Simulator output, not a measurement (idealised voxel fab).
A process module follows: voxel double patterning.
The cross-section shown here is cut; it is 220 nm wide and divided into square cells measuring 5 nm on a side.
In this document a cross-section is written as a grid of square cells. It is given as a series of bands, listed from the top down, and a band is one or more rows of cells. For a band, the entry starts with two heights in nm, that of the top and then that of the bottom, and carries on with the band's materials in order from left to right, each alongside its width in nm; the word "throughout" beside a single material means it fills the band edge to edge, and "empty" means empty space. Measure heights from 0. That's the level where, below it, the as-received wafer is all one material. The lowest band is bottomless and extends downward; write it as in "0 nm and below". Think of "30->40" as a width that walks from the first number to the second as you go down the band, top row to bottom row, taking equal-sized steps from row to row. You'll sometimes find "no modification" written for a step, and that's the way of saying that nowhere in the cross-section did a cell change during that step. The entry "Enclosed internal voids" lists the empty spaces that cover at least 8 cells and have no open path to the top. Each is written as width x height at distance, where the distance is measured from the left edge and all three values are in nm. Whatever follows a step's settings on its line is a remark the simulator itself makes about that step. "overlay nm" denotes, for a step that has a mask, the displacement of the mask to the right of its planned place, with negative values corresponding to the left.
Process steps - plan:
1: RECEIVE,material Si
2: CONFORMAL_DEP,material SiO2,thk nm 5
3: DIRECTIONAL_DEP,material TiN,thk nm 15
4: DIRECTIONAL_DEP,material SiCN,thk nm 10
5: PATTERN,tone open,mask id FIRST,material resist,width nm 15,pitch nm 50,thk nm 15,overlay nm 0
6: DIRECTIONAL_ETCH,etch materials SiCN,depth nm 10
7: STRIP,etch materials resist
8: DIRECTIONAL_DEP,material aC,thk nm 10
9: PATTERN,tone open,mask id SECOND,material resist,width nm 15,thk nm 25,overlay nm 0
10: DIRECTIONAL_ETCH,etch materials aC,depth nm 10
11: STRIP,etch materials resist
12: DIRECTIONAL_ETCH,etch materials SiCN,depth nm 10
13: STRIP,etch materials aC
14: DIRECTIONAL_ETCH,etch materials TiN,depth nm 15
15: STRIP,etch materials SiCN
Every wafer here starts from the same state; it is the step 2 thk nm that distinguishes them, and the value the plan gives belongs to the first wafer.
Cross-sectional view of the first of several wafers in the as-received condition, corresponding to the state following step 1:
  0 nm and below = Si throughout
  Enclosed internal voids: none
Cross-section of the first of several wafers once the module has run through its last step, step 15:
  20 nm to 5 nm = 75 of TiN | 15 of empty | 10 of TiN | 15 of empty | 10 of TiN | 15 of empty | 80 of TiN
  5 nm to 0 nm = SiO2 throughout
  0 nm and below = Si throughout
  Enclosed internal voids: none
The last wafer as seen in cross-section at the end of the module:
  35 nm to 20 nm = 75 of TiN | 15 of empty | 10 of TiN | 15 of empty | 10 of TiN | 15 of empty | 80 of TiN
  20 nm to 0 nm = SiO2 throughout
  0 nm and below = Si throughout
  Enclosed internal voids: none
Basically each wafer gets a line in the table, showing it at the end of the module: material by material, the cells it gained (+) or lost (-) since we got it, then its closed voids:
thk nm 5, +44 SiO2, +105 TiN, Enclosed internal voids: none
thk nm 10, +88 SiO2, +105 TiN, Enclosed internal voids: none
thk nm 15, +132 SiO2, +105 TiN, Enclosed internal voids: none
thk nm 20, +176 SiO2, +105 TiN, Enclosed internal voids: none
